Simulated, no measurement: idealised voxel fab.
voxel gate over fins: a process module
Square cells of 5 nm make up the cross-section cut, whose width is 210 nm.
In what follows, cross-sections appear as grids of square cells, described through bands that run from the top down, where every band is one or more rows of cells.
First you get the band's top height and its bottom height, in nm, and then the materials it's made of, left to right, with each width in nm. If you see a single material with "edge to edge", that one covers the band edge to edge. "air" is empty space.
The reference from which all heights are counted is 0, the level beneath which the as-received wafer is entirely one material; the lowest band, having no lower bound, proceeds downward and is written after the example "0 and below".
The notation "30->40" denotes a width that varies across the rows of cells in the band, beginning at the first number in the top row, finishing at the second number in the bottom row, and changing by an identical amount from each row to the next.
"no change", as given for a step, is the statement that not any cell of the cross-section underwent a change during that step.
Entry "Closed void entries". Content: empty spaces with no open connection to the top, size 8 cells or greater. Each: width x height at distance. Distance: from left edge. Unit: nm.
Text after the settings on a step's line: the simulator's own remark on that step.
On any step carrying a mask, the "overlay nm" setting, if present on the step's line, tells how far right of its planned place the mask lay; negative values point to the left.

List of planned process steps:
- 1: RECEIVE,material Si
- 2: CONFORMAL_DEP,material SiN,thk nm 10
- 3: PATTERN,tone cover,mask id FINS,material resist,width nm 15,pitch nm 45,thk nm 15,overlay nm 0
- 4: DIRECTIONAL_ETCH,etch materials SiN,depth nm 10
- 5: DIRECTIONAL_ETCH,etch materials Si,depth nm 40
- 6: STRIP,etch materials resist
- 7: OXIDIZE,depth nm 5
- 8: FILL_DEP,material SiO2,thk nm 5
- 9: CMP,height nm 10
- 10: SELECTIVE_ETCH,etch materials SiO2,depth nm 20
- 11: STRIP,etch materials SiN
- 12: CONFORMAL_DEP,material HfO2,thk nm 5
- 13: CONFORMAL_DEP,material TiN,thk nm 5
- 14: FILL_DEP,material W,thk nm 10
- 15: CMP,height nm 15
- 16: CONFORMAL_DEP,material SiCN,thk nm 10

Cross-section: wafer on arrival = after step 1:
    0 and below  Si edge to edge
    Closed void entries: none

Run as planned - first of the two wafers cross-sectioned at the end of the module:
    25 down to 15  SiCN edge to edge
    15 down to 10  W edge to edge
    10 down to 5  W=45 | TiN=25 | W=20 | TiN=25 | W=20 | TiN=25 | W=50
    5 down to 0  W=45 | TiN=5 | HfO2=15 | TiN=5 | W=20 | TiN=5 | HfO2=15 | TiN=5 | W=20 | TiN=5 | HfO2=15 | TiN=5 | W=50
    0 down to -5  TiN=50 | HfO2=5 | Si=5 | HfO2=5 | TiN=30 | HfO2=5 | Si=5 | HfO2=5 | TiN=30 | HfO2=5 | Si=5 | HfO2=5 | TiN=55
    -5 down to -10  HfO2=55 | Si=5 | HfO2=40 | Si=5 | HfO2=40 | Si=5 | HfO2=60
    -10 down to -45  SiO2=55 | Si=5 | SiO2=40 | Si=5 | SiO2=40 | Si=5 | SiO2=60
    -45 and below  Si edge to edge
    Closed void entries: none

Module end: cross-section of wafer two of two. Same start and process plan as the first wafer. One mistake during execution:
    25 down to 15  SiCN edge to edge
    15 down to 5  W edge to edge
    5 down to 0  W=50 | TiN=15 | W=30 | TiN=15 | W=30 | TiN=15 | W=55
    0 down to -5  W=50 | TiN=5 | Si=5 | TiN=5 | W=30 | TiN=5 | Si=5 | TiN=5 | W=30 | TiN=5 | Si=5 | TiN=5 | W=55
    -5 down to -10  TiN=55 | Si=5 | TiN=40 | Si=5 | TiN=40 | Si=5 | TiN=60
    -10 down to -45  SiO2=55 | Si=5 | SiO2=40 | Si=5 | SiO2=40 | Si=5 | SiO2=60
    -45 and below  Si edge to edge
    Closed void entries: none
What was done differently from what was planned? step 12 in the plan did not get run; it was skipped
Final comparison by cell count, materials where the second wafer has more or fewer than the first: HfO2: 54 fewer; W: 54 more
